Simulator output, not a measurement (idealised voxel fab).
You're looking at the process module voxel fin reveal.
cross-section cut | 150 nm wide | cells 5 nm
The cross-sections in this document take the form of a grid made of square cells. They are written out as bands, in order from top to bottom. Each band consists of one or more rows of cells. Within each band entry, the heights of the top and of the bottom of the band appear first, in that order and in nm; the materials of the band then follow from left to right, each with its corresponding width in nm. The designation "all across" on a single material indicates that it fills the band from edge to edge; the designation "empty" indicates empty space. Basically, 0 is our baseline, since under it the wafer straight out of the box is all one material. The bottom band has no lower end and keeps on going down, so it looks like "0 nm and below". With a width like "30..40", each row of cells in the band differs from the next by the same amount, the top row carrying the first number and the bottom row the second. Key: "nothing altered" - step with no changed cell in the cross-section. The label "Closed void inventory" introduces a list of the empty spaces, 8 cells or larger, that have no open way up to the top; each entry in it reads width x height at distance, where the distance is taken from the left edge and all three are stated in nm. It should be noted that, on the line of a given step, the content following the step's settings is a remark produced by the simulator itself with respect to that step. A step line may carry the setting "overlay nm", which, for steps involving a mask, states the distance by which the mask lay to the right of its intended position; negative values denote displacement to the left.

-- Process steps (planned)
| 1 | op RECEIVE | material Si |
| 2 | op CONFORMAL_DEP | material SiN | thk nm 10 |
| 3 | op MASKED_ETCH | tone cover | mask id FINS | width nm 15 | pitch nm 45 | etch materials SiN | depth nm 10 | overlay nm 0 |
| 4 | op MASKED_ETCH | tone cover | mask id FINS | width nm 15 | pitch nm 45 | etch materials Si | depth nm 30 | overlay nm 0 |
| 5 | op OXIDIZE | depth nm 5 |
| 6 | op FILL_DEP | material SiO2 | thk nm 5 |
| 7 | op CMP | height nm 10 |
| 8 | op SELECTIVE_ETCH | etch materials SiO2 | depth nm 30 |
| 9 | op STRIP | etch materials SiN |
It is noted that the wafers described herein are identical at the outset and are distinguished by the width nm of step 4; the value stated in the plan corresponds to the first wafer.

-- So this is the first of several wafers, cross-sectioned as it came to us, meaning it's at the end of step 1
  0 nm and below | Si all across
  Closed void inventory: none

-- Tabulated below, wafer by wafer, are the end-of-module results: for each material, the number of cells gained (+) or lost (-) relative to the as-received state, followed by the closed voids
width nm 15; -196 Si; +84 SiO2; Closed void inventory: none
width nm 20; -184 Si; +78 SiO2; Closed void inventory: none
width nm 25; -172 Si; +72 SiO2; Closed void inventory: none
width nm 30; -160 Si; +66 SiO2; Closed void inventory: none
